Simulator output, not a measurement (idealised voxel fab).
Process module, titled voxel self aligned vias
The cross-section shown here is cut; it is 235 nm wide and divided into square cells measuring 5 nm on a side.
Format of a cross-section: grid, square cells. Given as bands. Order: top down. Band: one or more rows of cells. This entry defines a band. It first specifies the height of the band's top and the height of its bottom in nm, and then specifies the band's materials from left to right, stating each material with its width in nm. The word "edge to edge" identifies a single material that fills the band from edge to edge, while the word "air" identifies empty space. Heights are measured from 0, the level below which the as-received wafer is all one material; the lowest band has no bottom and continues downward, written as in "0 and below". Width spec "30 to 40" -> top row of cells at first value, bottom row at second value, equal per-row change in between. Step marked "remains unaltered"? Then no cell in the cross-section changed in it. The entry "Entrapped voids" lists the empty spaces that cover at least 8 cells and have no open path to the top. Each is written as width x height at distance, where the distance is measured from the left edge and all three values are in nm. On a step's line, text after the settings is the simulator commenting on that step. "overlay nm" on a masked step: distance the mask lay right of its planned place, negative for left.

## Below is the list of planned process steps
| 1 | RECEIVE,material Si |
| 2 | CONFORMAL_DEP,material SiO2,thk nm 10 |
| 3 | CONFORMAL_DEP,material SiCN,thk nm 5 |
| 4 | DIRECTIONAL_DEP,material SiO2,thk nm 20 |
| 5 | PATTERN,tone open,mask id LINES,material resist,width nm 30,pitch nm 70,thk nm 20,overlay nm 0 |
| 6 | DIRECTIONAL_ETCH,etch materials SiO2,depth nm 20 |
| 7 | STRIP,etch materials resist |
| 8 | CONFORMAL_DEP,material TiN,thk nm 5 |
| 9 | FILL_DEP,material Ru,thk nm 5 |
| 10 | CMP,height nm 35 |
| 11 | SELECTIVE_ETCH,etch materials W Ru TiN,depth nm 10 |
| 12 | FILL_DEP,material SiN,thk nm 5 |
| 13 | CMP,height nm 35 |
| 14 | DIRECTIONAL_DEP,material SiO2,thk nm 15 |
| 15 | DIRECTIONAL_DEP,material aC,thk nm 15 |
| 16 | PATTERN,tone open,mask id VIAS,material resist,width nm 50,pitch nm 70,thk nm 35,overlay nm 0 |
| 17 | DIRECTIONAL_ETCH,etch materials aC,depth nm 15 |
| 18 | STRIP,etch materials resist |
| 19 | DIRECTIONAL_ETCH,etch materials SiO2,depth nm 15 |
| 20 | DIRECTIONAL_ETCH,etch materials SiN,depth nm 10 |
| 21 | STRIP,etch materials aC |
| 22 | CONFORMAL_DEP,material TiN,thk nm 5 |
| 23 | FILL_DEP,material W,thk nm 5 |
| 24 | CMP,height nm 50 |
| 25 | CONFORMAL_DEP,material SiCN,thk nm 5 |

## Here's what the wafer looked like in cross-section when it arrived - that's after step 1
> 0 and below | Si edge to edge
> Entrapped voids: none

## Post-module cross-section of the first of two wafers (run per plan)
> 55 down to 50 | SiCN edge to edge
> 50 down to 40 | 20 nm SiO2, 5 nm TiN, 40 nm W, 5 nm TiN, 20 nm SiO2, 5 nm TiN, 40 nm W, 5 nm TiN, 20 nm SiO2, 5 nm TiN, 40 nm W, 5 nm TiN, 25 nm SiO2
> 40 down to 30 | 20 to 30 nm SiO2, 15 to 5 nm TiN, 20 nm W, 15 to 5 nm TiN, 20 to 40 nm SiO2, 15 to 5 nm TiN, 20 nm W, 15 to 5 nm TiN, 20 to 40 nm SiO2, 15 to 5 nm TiN, 20 nm W, 15 to 5 nm TiN, 25 to 35 nm SiO2
> 30 down to 25 | 30 nm SiO2, 30 nm TiN, 40 nm SiO2, 30 nm TiN, 40 nm SiO2, 30 nm TiN, 35 nm SiO2
> 25 down to 20 | 30 nm SiO2, 5 nm TiN, 20 nm Ru, 5 nm TiN, 40 nm SiO2, 5 nm TiN, 20 nm Ru, 5 nm TiN, 40 nm SiO2, 5 nm TiN, 20 nm Ru, 5 nm TiN, 35 nm SiO2
> 20 down to 15 | 30 nm SiO2, 30 nm TiN, 40 nm SiO2, 30 nm TiN, 40 nm SiO2, 30 nm TiN, 35 nm SiO2
> 15 down to 10 | SiCN edge to edge
> 10 down to 0 | SiO2 edge to edge
> 0 and below | Si edge to edge
> Entrapped voids: none

## This is the second of the two wafers, cross-sectioned at the end of the module; it started exactly like the first and was given the same plan, but it was run with one mistake
> 55 down to 50 | SiCN edge to edge
> 50 down to 40 | 25 nm SiO2, 5 nm TiN, 35 nm W, 5 nm TiN, 25 nm SiO2, 5 nm TiN, 35 nm W, 5 nm TiN, 25 nm SiO2, 5 nm TiN, 35 nm W, 5 nm TiN, 25 nm SiO2
> 40 down to 30 | 25 to 30 nm SiO2, 10 to 5 nm TiN, 20 nm W, 15 to 5 nm TiN, 25 to 40 nm SiO2, 10 to 5 nm TiN, 20 nm W, 15 to 5 nm TiN, 25 to 40 nm SiO2, 10 to 5 nm TiN, 20 nm W, 15 to 5 nm TiN, 25 to 35 nm SiO2
> 30 down to 25 | 30 nm SiO2, 30 nm TiN, 40 nm SiO2, 30 nm TiN, 40 nm SiO2, 30 nm TiN, 35 nm SiO2
> 25 down to 20 | 30 nm SiO2, 5 nm TiN, 20 nm Ru, 5 nm TiN, 40 nm SiO2, 5 nm TiN, 20 nm Ru, 5 nm TiN, 40 nm SiO2, 5 nm TiN, 20 nm Ru, 5 nm TiN, 35 nm SiO2
> 20 down to 15 | 30 nm SiO2, 30 nm TiN, 40 nm SiO2, 30 nm TiN, 40 nm SiO2, 30 nm TiN, 35 nm SiO2
> 15 down to 10 | SiCN edge to edge
> 10 down to 0 | SiO2 edge to edge
> 0 and below | Si edge to edge
> Entrapped voids: none
Deviation noted in wafer processing: off-plan run, step 16, actual operation and settings PATTERN,tone open,mask id VIAS,material resist,width nm 45,pitch nm 70,thk nm 35,overlay nm 0
Heads up, by the end the second wafer has more or fewer cells of some materials compared to the first: 9 more of SiO2; 3 fewer of TiN; 6 fewer of W
